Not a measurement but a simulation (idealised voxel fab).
Process module in this document: voxel local oxidation
Section cut is 180 nm wide and gridded with 5 nm square cells.
Cross-section layout: square cells on a grid; listed as bands, top to bottom; a band spans one or more cell rows. For a band, the entry starts with two heights in nm, that of the top and then that of the bottom, and carries on with the band's materials in order from left to right, each alongside its width in nm; the word "edge to edge" beside a single material means it fills the band edge to edge, and "blank" means empty space. Heads up on the height convention: 0 is the point under which the incoming wafer is all one material, and the lowest band has no bottom, it just keeps going down, like "0 nm and below". Width spec "30..40" -> top row of cells at first value, bottom row at second value, equal per-row change in between. Step note "remained the same" = no cross-section cell changed. "Trapped voids" specifies each empty space that is not open to the top and that occupies no fewer than 8 cells, using the form width x height at distance, the distance measured from the left edge and all three quantities in nm. Where a step's line continues beyond its settings, the continuation is a remark by the simulator itself on that step. When a step includes a mask, the "overlay nm" setting on its line states how far to the right of its planned place that mask lay, and negative values state how far to the left.
Planned step list for the process
| 1 | RECEIVE,material Si |
| 2 | OXIDIZE,depth nm 5 |
| 3 | CONFORMAL_DEP,material SiN,thk nm 15 |
| 4 | PATTERN,tone cover,mask id ACTIVE,material resist,width nm 130,thk nm 20,overlay nm 0 |
| 5 | DIRECTIONAL_ETCH,etch materials SiN,depth nm 15 |
| 6 | STRIP,etch materials resist |
| 7 | SELECTIVE_ETCH,etch materials SiO2,depth nm 5 |
| 8 | OXIDIZE,depth nm 15 |
| 9 | STRIP,etch materials SiN |
Received-state cross-section, reflecting completion of step 1
	0 nm and below  Si edge to edge
	Trapped voids: none
Wafer cross-section at module end: first of two, run to plan
	0 nm to -5 nm  30 blank, 120 SiO2, 30 blank
	-5 nm to -20 nm  45 SiO2, 90 Si, 45 SiO2
	-20 nm and below  Si edge to edge
	Trapped voids: none
This cross-section belongs to the second wafer of two at the end of the module; the start and the plan were shared with the first, and the run included one mistake
	0 nm to -5 nm  35 blank, 115 SiO2, 30 blank
	-5 nm to -20 nm  50 SiO2, 85 Si, 45 SiO2
	-20 nm and below  Si edge to edge
	Trapped voids: none
Diagnosis: it should be noted that step 4 was executed with settings other than those planned, the operation and settings actually applied being PATTERN,tone cover,mask id ACTIVE,material resist,width nm 125,thk nm 20,overlay nm 0
Looking at both finished wafers in cells, the second ends up ahead of or behind the first on some materials: Si -3, SiO2 +2
